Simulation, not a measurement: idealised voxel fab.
process module | voxel spacer lines
cross-section cut | 225 nm wide | cells 5 nm
A cross-section is a grid of square cells, given in bands from the top down. A band is one or more rows of cells.
Each band's line starts with the height of the band's top and of its bottom, in nm. Then come its materials from left to right, each with its width in nm. One material with "throughout" fills the band from edge to edge. "air" is empty space.
Height 0 is the level under which the wafer as received is all one material. The lowest band goes on downwards, as in "0 down".
A width such as "30 to 40" changes by the same amount from each row of cells to the next, from the band's top row to its bottom row.
"no change" after a step means that no cell of the cross-section changed.
closed voids: empty space of 8 cells or more with no open way to the top, each as width x height at its distance from the left edge, in nm
after a step's settings: what the simulator itself notes on the step
overlay nm, on a step with a mask: how far to the right of its planned place the mask lay; to the left if negative
plan
1 op RECEIVE | material Si
2 op CONFORMAL_DEP | material Al2O3 | thk nm 5
3 op DIRECTIONAL_DEP | material W | thk nm 10
4 op DIRECTIONAL_DEP | material aC | thk nm 30
5 op PATTERN | tone cover | mask id MANDREL | material resist | width nm 25 | pitch nm 70 | thk nm 40 | overlay nm 0
6 op DIRECTIONAL_ETCH | etch materials aC | depth nm 30
7 op STRIP | etch materials resist
8 op CONFORMAL_DEP | material SiO2 | thk nm 10
9 op DIRECTIONAL_ETCH | etch materials SiO2 | depth nm 10
10 op STRIP | etch materials aC
11 op DIRECTIONAL_ETCH | etch materials W | depth nm 10
12 op STRIP | etch materials SiO2
13 op FILL_DEP | material SiO2 | thk nm 5
14 op CMP | height nm 15
as received, after step 1
  0 down: Si throughout
  closed voids: none
first wafer at the end, as planned
  15 to 5: SiO2 20 | W 10 | SiO2 25 | W 10 | SiO2 25 | W 10 | SiO2 25 | W 10 | SiO2 25 | W 10 | SiO2 25 | W 10 | SiO2 20
  5 to 0: Al2O3 throughout
  0 down: Si throughout
  closed voids: none
second wafer at the end: like start, like plan, one mistake
  15 to 5: SiO2 20 | W 10 | SiO2 30 | W 10 | SiO2 20 | W 10 | SiO2 30 | W 10 | SiO2 20 | W 10 | SiO2 30 | W 10 | SiO2 15
  5 to 0: Al2O3 throughout
  0 down: Si throughout
  closed voids: none
what went wrong: step 5 ran as: op PATTERN | tone cover | mask id MANDREL | material resist | width nm 30 | pitch nm 70 | thk nm 40 | overlay nm 0
at the end the second wafer has, in cells: as many of each material as the first, in other places
